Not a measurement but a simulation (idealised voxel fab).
This is a process module. Its name is voxel self aligned contacts.
The figure presents cross-section cut, which has a width of 245 nm and is divided into square cells with an edge length of 5 nm.
Reading order for cross-sections: top band down to bottom band. Underlying form: a grid of square cells. Band size: one or more rows of cells.
The entry gives the band's vertical extent as a top height and a bottom height in nm, then its horizontal make-up as materials from left to right, each with a width in nm. "air" stands for empty space; a single material marked "throughout" fills the band edge to edge.
Height 0 is the level under which the wafer as received is all one material. The lowest band goes on downwards, as in "0 down".
Quick explanation for "30 to 40": the width changes in equal steps down the rows of cells, from the first number in the band's top row to the second number in its bottom row.
Reading "identical to before" for a step: not a cell of the cross-section changed in it.
Listed in "Sealed-off cavities": every empty space of 8 or more cells without an open way to the top. Form: width x height at distance, the distance being from the left edge, all in nm.
after a step's settings: what the simulator itself notes on the step
Steps that use a mask can have "overlay nm" on their line. It says how far the mask sat to the right of where it was meant to be. Negative means to the left.

Listed below are the process steps as planned:
1) RECEIVE | material Si
2) OXIDIZE | depth nm 5
3) DIRECTIONAL_DEP | material polySi | thk nm 30
4) DIRECTIONAL_DEP | material SiN | thk nm 25
5) DIRECTIONAL_DEP | material aC | thk nm 10
6) PATTERN | tone cover | mask id GATE | material resist | width nm 25 | pitch nm 65 | thk nm 25 | overlay nm 0
7) DIRECTIONAL_ETCH | etch materials aC | depth nm 10
8) STRIP | etch materials resist
9) DIRECTIONAL_ETCH | etch materials SiN | depth nm 25
10) DIRECTIONAL_ETCH | etch materials polySi | depth nm 30
11) STRIP | etch materials aC
12) CONFORMAL_DEP | material SiN | thk nm 10
13) DIRECTIONAL_ETCH | etch materials SiN | depth nm 10
14) FILL_DEP | material SiO2 | thk nm 20
15) CMP | height nm 65
16) PATTERN | tone open | mask id CONTACT | material resist | width nm 50 | thk nm 15 | overlay nm 0
17) DIRECTIONAL_ETCH | etch materials SiO2 | depth nm 70
18) STRIP | etch materials resist
19) CONFORMAL_DEP | material TiN | thk nm 5
20) FILL_DEP | material W | thk nm 5
21) CMP | height nm 65
22) CONFORMAL_DEP | material SiN | thk nm 5

Received-state cross-section, reflecting completion of step 1:
	0 down = Si throughout
	Sealed-off cavities: none

First wafer at the end, as planned:
	70 to 65 = SiN throughout
	65 to 55 = SiO2 (95), TiN (5 to 20), W (40 to 10), TiN (5 to 20), SiO2 (100)
	55 to 30 = SiO2 (65), SiN (45), TiN (5), W (10), TiN (5), SiN (45), SiO2 (70)
	30 to 0 = SiO2 (65), SiN (10), polySi (25), SiN (10), TiN (5), W (10), TiN (5), SiN (10), polySi (25), SiN (10), SiO2 (70)
	0 to -5 = SiO2 (110), TiN (20), SiO2 (115)
	-5 down = Si throughout
	Sealed-off cavities: none

This cross-section belongs to the second wafer of two at the end of the module; the start and the plan were shared with the first, and the run included one mistake:
	70 to 65 = SiN throughout
	65 to 55 = W (90 to 60), TiN (5 to 35), SiO2 (50), TiN (5 to 35), W (95 to 65)
	55 to 30 = W (60), TiN (5), SiN (45), SiO2 (20), SiN (45), TiN (5), W (65)
	30 to 0 = W (60), TiN (5), SiN (10), polySi (25), SiN (10), SiO2 (20), SiN (10), polySi (25), SiN (10), TiN (5), W (65)
	0 to -5 = TiN (65), SiO2 (110), TiN (70)
	-5 down = Si throughout
	Sealed-off cavities: none
what went wrong: step 16 went in with a setting other than planned; the actual run was PATTERN | tone cover | mask id CONTACT | material resist | width nm 50 | thk nm 15 | overlay nm 0
Per the end-of-run cell counts, the second wafer holds more or fewer of some materials than the first: -334 SiO2 | +29 TiN | +305 W
